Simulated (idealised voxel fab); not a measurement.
The name of this process module is voxel ribs on slabs.
Square cells of 5 nm make up the cross-section cut, whose width is 275 nm.
If you're reading a cross-section in this doc, picture square cells in a grid; it comes to you as bands, top ones listed first down to the bottom, and a band can be one or more rows of cells. Heights first: top, then bottom, in nm. Then materials, left to right, each with a width in nm. "full width" on a single material: fills the band edge to edge. "air": empty space. Counting heights begins at 0, where everything beneath is, in the wafer as received, one material. The lowest band has no bottom; it goes on downwards, as "0 nm and below" shows. A width such as "30->40" changes by the same amount from each row of cells to the next, from the band's top row to its bottom row. "no modifications" -> step changed no cross-section cell. Under "Closed internal cavities" you'll find the enclosed gaps, the ones with no way out to the top, that are 8 cells or bigger; each reads width x height at distance, with distance counted from the left edge, everything in nm. Text after the settings on a step's line: the simulator's own remark on that step. "overlay nm" on a masked step: distance the mask lay right of its planned place, negative for left.
Steps planned for the process:
1 op RECEIVE | material Si
2 op DIRECTIONAL_DEP | material SiO2 | thk nm 20
3 op DIRECTIONAL_DEP | material SiN | thk nm 15
4 op PATTERN | tone cover | mask id RIB | material resist | width nm 25 | thk nm 20 | overlay nm 0
5 op DIRECTIONAL_ETCH | etch materials SiN | depth nm 10
6 op STRIP | etch materials resist
7 op DIRECTIONAL_DEP | material aC | thk nm 10
8 op PATTERN | tone cover | mask id SLAB | material resist | width nm 75 | thk nm 25 | overlay nm 0
9 op DIRECTIONAL_ETCH | etch materials aC | depth nm 10
10 op STRIP | etch materials resist
11 op DIRECTIONAL_ETCH | etch materials SiN | depth nm 5
12 op STRIP | etch materials aC
13 op FILL_DEP | material SiO2 | thk nm 30
14 op CMP | height nm 55
15 op DIRECTIONAL_DEP | material TiN | thk nm 10
16 op PATTERN | tone cover | mask id HEATER | material resist | width nm 35 | thk nm 15 | overlay nm 0
17 op DIRECTIONAL_ETCH | etch materials TiN | depth nm 10
18 op STRIP | etch materials resist
19 op CONFORMAL_DEP | material SiN | thk nm 5
The following pertains to the first of two wafers, which was processed as planned:
Wafer at receipt (post step 1), cross-section:
- 0 nm and below | Si full width
- Closed internal cavities: none
After step 2: wafer cross-section:
- 20 nm to 0 nm | SiO2 full width
- Rest of section, below 0: as before.
After step 3: wafer cross-section:
- 35 nm to 20 nm | SiN full width
- Rest of section, below 20: as before.
After step 4: wafer cross-section:
- 55 nm to 35 nm | air: 125  resist: 25  air: 125
- Rest of section, below 35: as before.
After step 5: wafer cross-section:
- 55 nm to 35 nm | air: 125  resist: 25  air: 125
- 35 nm to 25 nm | air: 125  SiN: 25  air: 125
- Rest of section, below 25: as before.
After step 6: wafer cross-section:
- 35 nm to 25 nm | air: 125  SiN: 25  air: 125
- Rest of section, below 25: as before.
After step 7: wafer cross-section:
- 45 nm to 35 nm | air: 125  aC: 25  air: 125
- 35 nm to 25 nm | aC: 125  SiN: 25  aC: 125
- Rest of section, below 25: as before.
After step 8: wafer cross-section:
- 70 nm to 45 nm | air: 100  resist: 75  air: 100
- 45 nm to 35 nm | air: 100  resist: 25  aC: 25  resist: 25  air: 100
- Rest of section, below 35: as before.
After step 9: wafer cross-section:
- 60 nm to 45 nm | air: 100  resist: 75  air: 100
- 45 nm to 35 nm | air: 100  resist: 25  aC: 25  resist: 25  air: 100
- 35 nm to 25 nm | air: 100  aC: 25  SiN: 25  aC: 25  air: 100
- Rest of section, below 25: as before.
After step 10: wafer cross-section:
- 45 nm to 35 nm | air: 125  aC: 25  air: 125
- Rest of section, below 35: as before.
After step 11: wafer cross-section:
- 45 nm to 35 nm | air: 125  aC: 25  air: 125
- 35 nm to 25 nm | air: 100  aC: 25  SiN: 25  aC: 25  air: 100
- 25 nm to 20 nm | air: 100  SiN: 75  air: 100
- Rest of section, below 20: as before.
After step 12: wafer cross-section:
- 35 nm to 25 nm | air: 125  SiN: 25  air: 125
- Rest of section, below 25: as before.
After step 13: wafer cross-section:
- 65 nm to 35 nm | SiO2 full width
- 35 nm to 25 nm | SiO2: 125  SiN: 25  SiO2: 125
- 25 nm to 20 nm | SiO2: 100  SiN: 75  SiO2: 100
- Rest of section, below 20: as before.
After step 14: wafer cross-section:
- 55 nm to 35 nm | SiO2 full width
- Rest of section, below 35: as before.
After step 15: wafer cross-section:
- 65 nm to 55 nm | TiN full width
- Rest of section, below 55: as before.
After step 16: wafer cross-section:
- 80 nm to 65 nm | air: 120  resist: 35  air: 120
- Rest of section, below 65: as before.
After step 17: wafer cross-section:
- 80 nm to 65 nm | air: 120  resist: 35  air: 120
- 65 nm to 55 nm | air: 120  TiN: 35  air: 120
- Rest of section, below 55: as before.
After step 18: wafer cross-section:
- 65 nm to 55 nm | air: 120  TiN: 35  air: 120
- Rest of section, below 55: as before.
After step 19: wafer cross-section:
- 70 nm to 65 nm | air: 115  SiN: 45  air: 115
- 65 nm to 60 nm | air: 115  SiN: 5  TiN: 35  SiN: 5  air: 115
- 60 nm to 55 nm | SiN: 120  TiN: 35  SiN: 120
- Rest of section, below 55: as before.
Second wafer: same start and same plan as the first, one execution error; identical to the first through step 1:
Second wafer shown in cross-section at the time step 2 was slated to end:
- 15 nm to 0 nm | SiN full width
- Rest of section, below 0: as before.
Second wafer shown in cross-section at the time step 3 was slated to end:
- 35 nm to 15 nm | SiO2 full width
- Rest of section, below 15: as before.
Second wafer shown in cross-section at the time step 4 was slated to end:
- 55 nm to 35 nm | air: 125  resist: 25  air: 125
- Rest of section, below 35: as before.
Second wafer shown in cross-section at the time step 5 was slated to end: no modifications
Second wafer shown in cross-section at the time step 6 was slated to end:
- 35 nm to 15 nm | SiO2 full width
- Rest of section, below 15: as before.
Second wafer shown in cross-section at the time step 7 was slated to end:
- 45 nm to 35 nm | aC full width
- Rest of section, below 35: as before.
Second wafer shown in cross-section at the time step 8 was slated to end:
- 70 nm to 45 nm | air: 100  resist: 75  air: 100
- Rest of section, below 45: as before.
Second wafer shown in cross-section at the time step 9 was slated to end:
- 60 nm to 45 nm | air: 100  resist: 75  air: 100
- 45 nm to 35 nm | air: 100  aC: 75  air: 100
- Rest of section, below 35: as before.
Second wafer shown in cross-section at the time step 10 was slated to end:
- 45 nm to 35 nm | air: 100  aC: 75  air: 100
- Rest of section, below 35: as before.
Second wafer shown in cross-section at the time step 11 was slated to end: no modifications
Second wafer shown in cross-section at the time step 12 was slated to end:
- 35 nm to 15 nm | SiO2 full width
- Rest of section, below 15: as before.
Second wafer shown in cross-section at the time step 13 was slated to end:
- 65 nm to 15 nm | SiO2 full width
- Rest of section, below 15: as before.
Second wafer shown in cross-section at the time step 14 was slated to end:
- 55 nm to 15 nm | SiO2 full width
- Rest of section, below 15: as before.
Second wafer shown in cross-section at the time step 15 was slated to end:
- 65 nm to 55 nm | TiN full width
- Rest of section, below 55: as before.
Second wafer shown in cross-section at the time step 16 was slated to end:
- 80 nm to 65 nm | air: 120  resist: 35  air: 120
- Rest of section, below 65: as before.
Second wafer shown in cross-section at the time step 17 was slated to end:
- 80 nm to 65 nm | air: 120  resist: 35  air: 120
- 65 nm to 55 nm | air: 120  TiN: 35  air: 120
- Rest of section, below 55: as before.
Second wafer shown in cross-section at the time step 18 was slated to end:
- 65 nm to 55 nm | air: 120  TiN: 35  air: 120
- Rest of section, below 55: as before.
Second wafer shown in cross-section at the time step 19 was slated to end:
- 70 nm to 65 nm | air: 115  SiN: 45  air: 115
- 65 nm to 60 nm | air: 115  SiN: 5  TiN: 35  SiN: 5  air: 115
- 60 nm to 55 nm | SiN: 120  TiN: 35  SiN: 120
- Rest of section, below 55: as before.
Against the plan, the run slipped here: steps 2 and 3 run out of order (swapped)
FYI, end of process, the second wafer has more or fewer cells of some materials than the first: SiN +140, SiO2 -140
